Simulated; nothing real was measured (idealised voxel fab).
The name of this process module is voxel self aligned contacts.
The cross-section on display is named cut; it measures 300 nm wide, and its cells are 5 nm squares.
Just so we're on the same page, the cross-sections are grids of square cells, and they're listed out in bands top to bottom, each band one or more rows deep. Per band: top height and bottom height in nm, followed by the left-to-right materials and their widths in nm; "throughout" marks a single material spanning edge to edge, "blank" marks empty space. Heights are expressed relative to 0, this being the level below which the as-received wafer comprises one material exclusively. The lowest band is unbounded in the downward direction and is denoted as in "from 0 down". So if you see something like "30 to 40" for the width, read it as the top row of the band sitting at the first number and the bottom row at the second, with every row in between moving by the same amount as the last. "no alterations made" means the step left every cell of the cross-section as it was. "Closed internal voids" means: voids of 8 cells or more that are shut off from the top with no open way through. Written width x height at distance, distance from the left edge, in nm. Past the settings on a step's line: simulator remark, on that step. overlay nm: how far to the right of its planned place the mask lay on this masked step (negative: to the left).

# Steps planned for the process
1 RECEIVE, material Si
2 CONFORMAL_DEP, material SiO2, thk nm 5
3 DIRECTIONAL_DEP, material polySi, thk nm 20
4 DIRECTIONAL_DEP, material SiN, thk nm 25
5 MASKED_ETCH, tone cover, mask id GATE, width nm 30, pitch nm 75, etch materials SiN, depth nm 25, overlay nm 0
6 MASKED_ETCH, tone cover, mask id GATE, width nm 30, pitch nm 75, etch materials polySi, depth nm 20, overlay nm 0
7 CONFORMAL_DEP, material SiN, thk nm 10
8 DIRECTIONAL_ETCH, etch materials SiN, depth nm 10
9 FILL_DEP, material SiO2, thk nm 15
10 CMP, height nm 60
11 DIRECTIONAL_DEP, material aC, thk nm 15
12 PATTERN, tone open, mask id CONTACT, material resist, width nm 55, thk nm 30, overlay nm 0
13 DIRECTIONAL_ETCH, etch materials aC, depth nm 15
14 STRIP, etch materials resist
15 DIRECTIONAL_ETCH, etch materials SiO2, depth nm 60
16 STRIP, etch materials aC
17 CONFORMAL_DEP, material TiN, thk nm 5
18 FILL_DEP, material W, thk nm 10
19 CMP, height nm 60
20 CONFORMAL_DEP, material SiN, thk nm 5

# As-received wafer cross-section (after step 1)
> from 0 down | Si throughout
> Closed internal voids: none

# End state of the module in cross-section, given the above starting point and plan and one mistake in execution
> from 65 to 60 | SiN throughout
> from 60 to 55 | SiO2 120 / TiN 5 / W 45 / TiN 5 / SiO2 125
> from 55 to 50 | SiO2 120 / TiN 55 / SiO2 125
> from 50 to 25 | W throughout
> from 25 to 5 | polySi throughout
> from 5 to 0 | SiO2 throughout
> from 0 down | Si throughout
> Closed internal voids: none
Nonconformance to the process plan: step 4 was run on a setting that differed from the plan, and what really ran there is DIRECTIONAL_DEP, material W, thk nm 25
